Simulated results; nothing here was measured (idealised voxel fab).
You're looking at the process module voxel ribs on slabs.
Section cut is 245 nm wide and gridded with 5 nm square cells.
Bands, listed from the top down, are how a cross-section gets written in this document; the cross-section itself is a grid of square cells, and a band is one or more rows of them.
Top height, bottom height, nm. Materials left to right, width each, nm. Single material + "full width" = fills band edge to edge. "air" = empty.
The level at which height equals 0 is the one under which the wafer, as it arrives, is entirely one material. No lower edge exists for the bottom band, which continues downward and is notated as in "0 and below".
Read "30 to 40" as a graded width: first number on top, second number at the bottom, same change between each pair of neighbouring rows.
When a step is marked "remained unchanged", none of the cells in the cross-section changed during that step.
You'll see "Closed cavities" listing empty spaces that have no way open to the top, as long as they're 8 cells or more; the notation is width x height at distance, where the distance is from the left edge, and all of it is in nm.
Formally, on a step line, whatever follows the settings is a remark that the simulator itself makes on the step.
When a step includes a mask, the "overlay nm" setting on its line states how far to the right of its planned place that mask lay, and negative values state how far to the left.

Planned process steps:
1) RECEIVE, material Si
2) DIRECTIONAL_DEP, material SiO2, thk nm 20
3) DIRECTIONAL_DEP, material SiN, thk nm 20
4) MASKED_ETCH, tone cover, mask id RIB, width nm 15, etch materials SiN, depth nm 10, overlay nm 0
5) MASKED_ETCH, tone cover, mask id SLAB, width nm 45, etch materials SiN, depth nm 10, overlay nm 0
6) FILL_DEP, material SiO2, thk nm 25
7) CMP, height nm 55
8) DIRECTIONAL_DEP, material W, thk nm 10
9) DIRECTIONAL_DEP, material aC, thk nm 15
10) PATTERN, tone cover, mask id HEATER, material resist, width nm 25, thk nm 30, overlay nm 0
11) DIRECTIONAL_ETCH, etch materials aC, depth nm 15
12) STRIP, etch materials resist
13) DIRECTIONAL_ETCH, etch materials W, depth nm 10
14) STRIP, etch materials aC
15) CONFORMAL_DEP, material SiO2, thk nm 5

First of two wafers, with the run carried out as planned:

Incoming wafer in cross-section (state: after step 1):
- 0 and below = Si full width
- Closed cavities: none

You're looking at a cross-section of the wafer after step 2:
- 20 down to 0 = SiO2 full width
- Everything below 0 is unchanged.

You're looking at a cross-section of the wafer after step 3:
- 40 down to 20 = SiN full width
- Everything below 20 is unchanged.

You're looking at a cross-section of the wafer after step 4:
- 40 down to 30 = air 115 nm / SiN 15 nm / air 115 nm
- Everything below 30 is unchanged.

You're looking at a cross-section of the wafer after step 5:
- 40 down to 30 = air 115 nm / SiN 15 nm / air 115 nm
- 30 down to 20 = air 100 nm / SiN 45 nm / air 100 nm
- Everything below 20 is unchanged.

You're looking at a cross-section of the wafer after step 6:
- 65 down to 40 = SiO2 full width
- 40 down to 30 = SiO2 115 nm / SiN 15 nm / SiO2 115 nm
- 30 down to 20 = SiO2 100 nm / SiN 45 nm / SiO2 100 nm
- Everything below 20 is unchanged.

You're looking at a cross-section of the wafer after step 7:
- 55 down to 40 = SiO2 full width
- Everything below 40 is unchanged.

You're looking at a cross-section of the wafer after step 8:
- 65 down to 55 = W full width
- Everything below 55 is unchanged.

You're looking at a cross-section of the wafer after step 9:
- 80 down to 65 = aC full width
- Everything below 65 is unchanged.

You're looking at a cross-section of the wafer after step 10:
- 110 down to 80 = air 110 nm / resist 25 nm / air 110 nm
- Everything below 80 is unchanged.

You're looking at a cross-section of the wafer after step 11:
- 95 down to 80 = air 110 nm / resist 25 nm / air 110 nm
- 80 down to 65 = air 110 nm / aC 25 nm / air 110 nm
- Everything below 65 is unchanged.

You're looking at a cross-section of the wafer after step 12:
- 80 down to 65 = air 110 nm / aC 25 nm / air 110 nm
- Everything below 65 is unchanged.

You're looking at a cross-section of the wafer after step 13:
- 80 down to 65 = air 110 nm / aC 25 nm / air 110 nm
- 65 down to 55 = air 110 nm / W 25 nm / air 110 nm
- Everything below 55 is unchanged.

You're looking at a cross-section of the wafer after step 14:
- 65 down to 55 = air 110 nm / W 25 nm / air 110 nm
- Everything below 55 is unchanged.

You're looking at a cross-section of the wafer after step 15:
- 70 down to 65 = air 105 nm / SiO2 35 nm / air 105 nm
- 65 down to 60 = air 105 nm / SiO2 5 nm / W 25 nm / SiO2 5 nm / air 105 nm
- 60 down to 55 = SiO2 110 nm / W 25 nm / SiO2 110 nm
- Everything below 55 is unchanged.

The second wafer: identical to the first at the outset and in its planned sequence, differing only in that one mistake was made during processing; up to and including step 3, its path is the first wafer's path:

Planned end of step 4: second wafer, cross-section:
- 40 down to 25 = air 115 nm / SiN 15 nm / air 115 nm
- Everything below 25 is unchanged.

Planned end of step 5: second wafer, cross-section:
- 40 down to 25 = air 115 nm / SiN 15 nm / air 115 nm
- 25 down to 20 = air 100 nm / SiN 45 nm / air 100 nm
- Everything below 20 is unchanged.

Planned end of step 6: second wafer, cross-section:
- 65 down to 40 = SiO2 full width
- 40 down to 25 = SiO2 115 nm / SiN 15 nm / SiO2 115 nm
- 25 down to 20 = SiO2 100 nm / SiN 45 nm / SiO2 100 nm
- Everything below 20 is unchanged.

Planned end of step 7: second wafer, cross-section:
- 55 down to 40 = SiO2 full width
- Everything below 40 is unchanged.

Planned end of step 8: second wafer, cross-section:
- 65 down to 55 = W full width
- Everything below 55 is unchanged.

Planned end of step 9: second wafer, cross-section:
- 80 down to 65 = aC full width
- Everything below 65 is unchanged.

Planned end of step 10: second wafer, cross-section:
- 110 down to 80 = air 110 nm / resist 25 nm / air 110 nm
- Everything below 80 is unchanged.

Planned end of step 11: second wafer, cross-section:
- 95 down to 80 = air 110 nm / resist 25 nm / air 110 nm
- 80 down to 65 = air 110 nm / aC 25 nm / air 110 nm
- Everything below 65 is unchanged.

Planned end of step 12: second wafer, cross-section:
- 80 down to 65 = air 110 nm / aC 25 nm / air 110 nm
- Everything below 65 is unchanged.

Planned end of step 13: second wafer, cross-section:
- 80 down to 65 = air 110 nm / aC 25 nm / air 110 nm
- 65 down to 55 = air 110 nm / W 25 nm / air 110 nm
- Everything below 55 is unchanged.

Planned end of step 14: second wafer, cross-section:
- 65 down to 55 = air 110 nm / W 25 nm / air 110 nm
- Everything below 55 is unchanged.

Planned end of step 15: second wafer, cross-section:
- 70 down to 65 = air 105 nm / SiO2 35 nm / air 105 nm
- 65 down to 60 = air 105 nm / SiO2 5 nm / W 25 nm / SiO2 5 nm / air 105 nm
- 60 down to 55 = SiO2 110 nm / W 25 nm / SiO2 110 nm
- Everything below 55 is unchanged.
Run error: step 4 was run on a setting that differed from the plan, and what really ran there is MASKED_ETCH, tone cover, mask id RIB, width nm 15, etch materials SiN, depth nm 15, overlay nm 0
It is noted that, at the conclusion of processing, the second wafer exhibits a higher or lower cell count for certain materials relative to the first: SiN: 6 fewer; SiO2: 6 more
